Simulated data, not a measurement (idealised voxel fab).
Process module in this document: voxel air gaps
Displayed cross-section: cut, width of 170 nm, square cells sized 5 nm.
Format of a cross-section: grid, square cells. Given as bands. Order: top down. Band: one or more rows of cells.
It is stipulated that each band's entry specify, in nanometres, the height of the top of the band and then that of its bottom, followed by the materials of the band in left-to-right sequence, each together with its width in nanometres. A single material marked by the word "throughout" is understood to fill the band from edge to edge; the word "air" is understood to denote empty space.
Heights are expressed relative to 0, this being the level below which the as-received wafer comprises one material exclusively. The lowest band is unbounded in the downward direction and is denoted as in "0 down".
Quick explanation for "30..40": the width changes in equal steps down the rows of cells, from the first number in the band's top row to the second number in its bottom row.
Take "everything unchanged" at face value: in the step it is given for, the cross-section changed in none of its cells.
"Closed void roster" - sealed voids, min. 8 cells, no opening to top; format: width x height at distance (distance from left edge; nm throughout).
Text after the settings on a step's line: the simulator's own remark on that step.
overlay nm: step with mask; distance mask lay right of planned place; negative value = left of planned place.
So here's the lineup of process steps we planned:
1: op RECEIVE | material Si
2: op CONFORMAL_DEP | material SiO2 | thk nm 15
3: op CONFORMAL_DEP | material SiCN | thk nm 5
4: op DIRECTIONAL_DEP | material SiO2 | thk nm 40
5: op PATTERN | tone open | mask id LINES | material resist | width nm 25 | pitch nm 50 | thk nm 15 | overlay nm 0
6: op DIRECTIONAL_ETCH | etch materials SiO2 | depth nm 40
7: op STRIP | etch materials resist
8: op CONFORMAL_DEP | material TiN | thk nm 5
9: op FILL_DEP | material Cu | thk nm 5
10: op CMP | height nm 60
11: op EPI | material Ru | thk nm 10
12: op SELECTIVE_ETCH | etch materials SiO2 | depth nm 50
13: op CONFORMAL_DEP | material SiCN | thk nm 5
Cross-section of the wafer as it came to us, i.e., already through step 1:
	0 down = Si throughout
	Closed void roster: none
Cross-sectional view of the first of the two wafers upon completion of the module, processed in accordance with the plan:
	75 to 70 = air=5, SiCN=155, air=10
	70 to 60 = air=5, SiCN=5, Ru=45, SiCN=5, Ru=45, SiCN=5, Ru=45, SiCN=5, air=10
	60 to 55 = air=5, SiCN=15, TiN=5, Cu=15, TiN=5, SiCN=25, TiN=5, Cu=15, TiN=5, SiCN=25, TiN=5, Cu=15, TiN=5, SiCN=15, air=10
	55 to 25 = air=15, SiCN=5, TiN=5, Cu=15, TiN=5, SiCN=5, air=15, SiCN=5, TiN=5, Cu=15, TiN=5, SiCN=5, air=15, SiCN=5, TiN=5, Cu=15, TiN=5, SiCN=5, air=20
	25 to 20 = SiCN=20, TiN=25, SiCN=25, TiN=25, SiCN=25, TiN=25, SiCN=25
	20 to 15 = SiCN throughout
	15 to 0 = SiO2 throughout
	0 down = Si throughout
	Closed void roster: 15 x 30 at 50; 15 x 30 at 100
Cross-section of the latter of the two wafers at module completion. It had an identical start and an identical plan to the former; in running it, one mistake was made:
	75 to 70 = SiCN=165, air=5
	70 to 60 = SiCN=5, Ru=155, SiCN=5, air=5
	60 to 55 = SiCN=15, TiN=5, Cu=25, TiN=5, SiO2=15, TiN=5, Cu=25, TiN=5, SiO2=15, TiN=5, Cu=25, TiN=5, SiCN=15, air=5
	55 to 25 = air=10, SiCN=5, TiN=5, Cu=25, TiN=5, SiO2=15, TiN=5, Cu=25, TiN=5, SiO2=15, TiN=5, Cu=25, TiN=5, SiCN=5, air=15
	25 to 20 = SiCN=15, TiN=35, SiO2=15, TiN=35, SiO2=15, TiN=35, SiCN=20
	20 to 15 = SiCN throughout
	15 to 0 = SiO2 throughout
	0 down = Si throughout
	Closed void roster: 10 x 30 at 0
Against the plan, the run slipped here: step 5 went in with a setting other than planned; the actual run was op PATTERN | tone open | mask id LINES | material resist | width nm 35 | pitch nm 50 | thk nm 15 | overlay nm 0
Cell-count delta at end, second wafer over first, by material: +42 Cu; +8 Ru; -48 SiCN; +48 SiO2; +6 TiN
Ultimately, the number of closed voids is 2 in the first wafer and 1 in the second wafer.
